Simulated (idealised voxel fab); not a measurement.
process module | voxel double patterning
The figure presents cross-section cut, which has a width of 230 nm and is divided into square cells with an edge length of 5 nm.
A cross-section is written here as square cells arranged in a grid, and it is given in bands from the top down, each band taking up one or more rows of cells.
The band entry comprises the height of the band's top followed by the height of its bottom, expressed in nm, and subsequently the band's materials from left to right, each stated together with its width in nm. Where a single material is marked with the word "all across", that material fills the band from edge to edge. The word "blank" represents empty space.
The level at which height equals 0 is the one under which the wafer, as it arrives, is entirely one material. No lower edge exists for the bottom band, which continues downward and is notated as in "0 -> down".
Read "30->40" as a graded width: first number on top, second number at the bottom, same change between each pair of neighbouring rows.
Step note "nothing altered" = no cross-section cell changed.
Look at "Closed cavities" for the closed voids: empty spaces with no open path to the top, sized 8 cells or up. Each is width x height at distance, distance from the left edge, all nm.
On each step's line, the part that comes after the settings is the simulator's own comment on the step.
"overlay nm" denotes, for a step that has a mask, the displacement of the mask to the right of its planned place, with negative values corresponding to the left.

[The process steps that were planned are listed below]
step 1: op RECEIVE | material Si
step 2: op CONFORMAL_DEP | material SiO2 | thk nm 5
step 3: op DIRECTIONAL_DEP | material TiN | thk nm 20
step 4: op DIRECTIONAL_DEP | material SiCN | thk nm 10
step 5: op MASKED_ETCH | tone open | mask id FIRST | width nm 15 | pitch nm 50 | etch materials SiCN | depth nm 10 | overlay nm 0
step 6: op DIRECTIONAL_DEP | material aC | thk nm 10
step 7: op PATTERN | tone open | mask id SECOND | material resist | width nm 15 | pitch nm 50 | thk nm 25 | overlay nm 0
step 8: op DIRECTIONAL_ETCH | etch materials aC | depth nm 10
step 9: op STRIP | etch materials resist
step 10: op DIRECTIONAL_ETCH | etch materials SiCN | depth nm 10
step 11: op STRIP | etch materials aC
step 12: op DIRECTIONAL_ETCH | etch materials TiN | depth nm 20
step 13: op STRIP | etch materials SiCN

[Delivered wafer in cross-section: state after step 1]
    0 -> down  Si all across
    Closed cavities: none

[Cross-sectional result after module completion. Note: starting condition and plan are unchanged from above; one processing mistake was made]
    20 -> 0  55 nm TiN; 15 nm blank; 10 nm TiN; 15 nm blank; 10 nm TiN; 15 nm blank; 10 nm TiN; 15 nm blank; 10 nm TiN; 15 nm blank; 60 nm TiN
    0 -> down  Si all across
    Closed cavities: none
Finding, execution versus plan: step 2 of the plan was jumped over and never run
